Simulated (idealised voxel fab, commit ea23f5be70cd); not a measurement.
This section sets out a process module, namely voxel ribs on slabs.
The figure presents cross-section cut, which has a width of 250 nm and is divided into square cells with an edge length of 5 nm.
Cross-section, as written here: a square-cell grid given band by band from the top down, where a band holds one or more rows of cells.
Top height, bottom height, nm. Materials left to right, width each, nm. Single material + "all across" = fills band edge to edge. "empty" = empty.
Counting heights begins at 0, where everything beneath is, in the wafer as received, one material. The lowest band has no bottom; it goes on downwards, as "0 down" shows.
Width spec "30->40" -> top row of cells at first value, bottom row at second value, equal per-row change in between.
The designation "remains unaltered", where it is given for a processing step, indicates that no cell of the cross-section was altered in the course of that step.
In the "Closed void register" entry, you get each enclosed empty space of 8 cells or more, one with no open way to the top, written width x height at distance, distance from the left edge, in nm.
It should be noted that, on the line of a given step, the content following the step's settings is a remark produced by the simulator itself with respect to that step.
The setting "overlay nm" may be written on the line of a step. When the step uses a mask, the value reports how far to the right of the planned place the mask lay, and a negative value reports that it lay to the left.
### Intended process steps
step 1: RECEIVE (material Si)
step 2: DIRECTIONAL_DEP (material SiO2; thk nm 25)
step 3: DIRECTIONAL_DEP (material SiN; thk nm 15)
step 4: MASKED_ETCH (tone cover; mask id RIB; width nm 20; etch materials SiN; depth nm 10; overlay nm 0)
step 5: MASKED_ETCH (tone cover; mask id SLAB; width nm 60; etch materials SiN; depth nm 5; overlay nm 0)
step 6: FILL_DEP (material SiO2; thk nm 20)
step 7: CMP (height nm 50)
step 8: DIRECTIONAL_DEP (material TiN; thk nm 5)
step 9: MASKED_ETCH (tone cover; mask id HEATER; width nm 30; etch materials TiN; depth nm 5; overlay nm 0)
step 10: CONFORMAL_DEP (material SiO2; thk nm 5)
### Wafer cross-section on receipt, i.e. after step 1
0 down = Si all across
Closed void register: none
### Cross-sectional image of the first of two wafers at the end of the module, the run having proceeded as planned
60 to 55 = empty 105, SiO2 40, empty 105
55 to 50 = SiO2 110, TiN 30, SiO2 110
50 to 40 = SiO2 all across
40 to 30 = SiO2 115, SiN 20, SiO2 115
30 to 25 = SiO2 95, SiN 60, SiO2 95
25 to 0 = SiO2 all across
0 down = Si all across
Closed void register: none
### Wafer two cross-section, module end. Start and plan unchanged from wafer one; one mistake made during the run
60 to 55 = empty 105, SiN 40, empty 105
55 to 50 = SiN 110, TiN 30, SiN 110
50 to 40 = SiO2 all across
40 to 30 = SiO2 115, SiN 20, SiO2 115
30 to 25 = SiO2 95, SiN 60, SiO2 95
25 to 0 = SiO2 all across
0 down = Si all across
Closed void register: none
Which mistake was made when the wafer was run? rather than as planned, step 10 actually ran as CONFORMAL_DEP (material SiN; thk nm 5)
Materials where the second wafer ends with more or fewer cells than the first: 52 more of SiN; 52 fewer of SiO2
